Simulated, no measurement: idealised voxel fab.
A process module follows: voxel gate over fins.
Each square cell in cross-section cut measures 5 nm, and the section as a whole is 175 nm wide.
In this document a cross-section is written as a grid of square cells. It is given as a series of bands, listed from the top down, and a band is one or more rows of cells.
The band entry comprises the height of the band's top followed by the height of its bottom, expressed in nm, and subsequently the band's materials from left to right, each stated together with its width in nm. Where a single material is marked with the word "everywhere", that material fills the band from edge to edge. The word "empty" represents empty space.
Ref level 0: as-received wafer is one material below here. Bottom band extends down with no lower bound ("from 0 down").
Top row gets the first number, bottom row gets the second, and each row in between changes by the same step: that is how a band width like "30 to 40" works.
The designation "changes: none", where it is given for a processing step, indicates that no cell of the cross-section was altered in the course of that step.
Any empty space of 8 cells or more lacking an open way to the top shows up in "Unvented internal voids" as width x height at distance, distance from the left edge, in nm.
Whatever follows a step's settings on its line is a remark the simulator itself makes about that step.
On any step carrying a mask, the "overlay nm" setting, if present on the step's line, tells how far right of its planned place the mask lay; negative values point to the left.

SET OUT BELOW ARE THE PLANNED STEPS OF THE PROCESS
1 RECEIVE (material Si)
2 CONFORMAL_DEP (material SiN; thk nm 10)
3 MASKED_ETCH (tone cover; mask id FINS; width nm 15; pitch nm 45; etch materials SiN; depth nm 10; overlay nm 0)
4 MASKED_ETCH (tone cover; mask id FINS; width nm 15; pitch nm 45; etch materials Si; depth nm 30; overlay nm 0)
5 OXIDIZE (depth nm 5)
6 FILL_DEP (material SiO2; thk nm 5)
7 CMP (height nm 10)
8 SELECTIVE_ETCH (etch materials SiO2; depth nm 20)
9 STRIP (etch materials SiN)
10 CONFORMAL_DEP (material HfO2; thk nm 5)
11 CONFORMAL_DEP (material TiN; thk nm 5)
12 CONFORMAL_DEP (material TiAl; thk nm 5)
13 CONFORMAL_DEP (material TiN; thk nm 5)
14 FILL_DEP (material W; thk nm 10)
15 CMP (height nm 25)
16 CONFORMAL_DEP (material SiCN; thk nm 5)

AS RECEIVED (POST STEP 1): CROSS-SECTION
	from 0 down | Si everywhere
	Unvented internal voids: none

THE FIRST OF TWO WAFERS, CROSS-SECTIONED AT THE END OF THE MODULE, WITH THE RUN PROCEEDING AS PLANNED
	from 30 to 25 | SiCN everywhere
	from 25 to 20 | W everywhere
	from 20 to 15 | 20 nm W; 135 nm TiN; 20 nm W
	from 15 to 10 | 20 nm W; 5 nm TiN; 35 nm TiAl; 10 nm TiN; 35 nm TiAl; 10 nm TiN; 35 nm TiAl; 5 nm TiN; 20 nm W
	from 10 to 5 | 25 nm TiN; 5 nm TiAl; 25 nm TiN; 5 nm TiAl; 10 nm TiN; 5 nm TiAl; 25 nm TiN; 5 nm TiAl; 10 nm TiN; 5 nm TiAl; 25 nm TiN; 5 nm TiAl; 25 nm TiN
	from 5 to 0 | 30 nm TiAl; 5 nm TiN; 15 nm HfO2; 5 nm TiN; 20 nm TiAl; 5 nm TiN; 15 nm HfO2; 5 nm TiN; 20 nm TiAl; 5 nm TiN; 15 nm HfO2; 5 nm TiN; 30 nm TiAl
	from 0 to -5 | 35 nm TiN; 5 nm HfO2; 5 nm Si; 5 nm HfO2; 30 nm TiN; 5 nm HfO2; 5 nm Si; 5 nm HfO2; 30 nm TiN; 5 nm HfO2; 5 nm Si; 5 nm HfO2; 35 nm TiN
	from -5 to -10 | 40 nm HfO2; 5 nm Si; 40 nm HfO2; 5 nm Si; 40 nm HfO2; 5 nm Si; 40 nm HfO2
	from -10 to -35 | 40 nm SiO2; 5 nm Si; 40 nm SiO2; 5 nm Si; 40 nm SiO2; 5 nm Si; 40 nm SiO2
	from -35 down | Si everywhere
	Unvented internal voids: none

WAFER TWO CROSS-SECTION, MODULE END. START AND PLAN UNCHANGED FROM WAFER ONE; ONE MISTAKE MADE DURING THE RUN
	from 30 to 25 | SiCN everywhere
	from 25 to 20 | W everywhere
	from 20 to 15 | 20 nm W; 135 nm TiN; 20 nm W
	from 15 to 10 | 20 nm W; 5 nm TiN; 35 nm TiAl; 10 nm TiN; 35 nm TiAl; 10 nm TiN; 35 nm TiAl; 5 nm TiN; 20 nm W
	from 10 to 5 | 25 nm TiN; 5 nm TiAl; 25 nm TiN; 5 nm TiAl; 10 nm TiN; 5 nm TiAl; 25 nm TiN; 5 nm TiAl; 10 nm TiN; 5 nm TiAl; 25 nm TiN; 5 nm TiAl; 25 nm TiN
	from 5 to 0 | 30 nm TiAl; 5 nm TiN; 15 nm HfO2; 5 nm TiN; 20 nm TiAl; 5 nm TiN; 15 nm HfO2; 5 nm TiN; 20 nm TiAl; 5 nm TiN; 15 nm HfO2; 5 nm TiN; 30 nm TiAl
	from 0 to -5 | 35 nm TiN; 5 nm HfO2; 5 nm Si; 5 nm HfO2; 30 nm TiN; 5 nm HfO2; 5 nm Si; 5 nm HfO2; 30 nm TiN; 5 nm HfO2; 5 nm Si; 5 nm HfO2; 35 nm TiN
	from -5 to -10 | 40 nm HfO2; 5 nm Si; 40 nm HfO2; 5 nm Si; 40 nm HfO2; 5 nm Si; 40 nm HfO2
	from -10 to -65 | 40 nm SiO2; 5 nm Si; 40 nm SiO2; 5 nm Si; 40 nm SiO2; 5 nm Si; 40 nm SiO2
	from -65 down | Si everywhere
	Unvented internal voids: none
The mistake made against the process plan was this: plan step 4 ran twice
Final wafer comparison in cells, second versus first, more or fewer per material: -192 Si, +192 SiO2
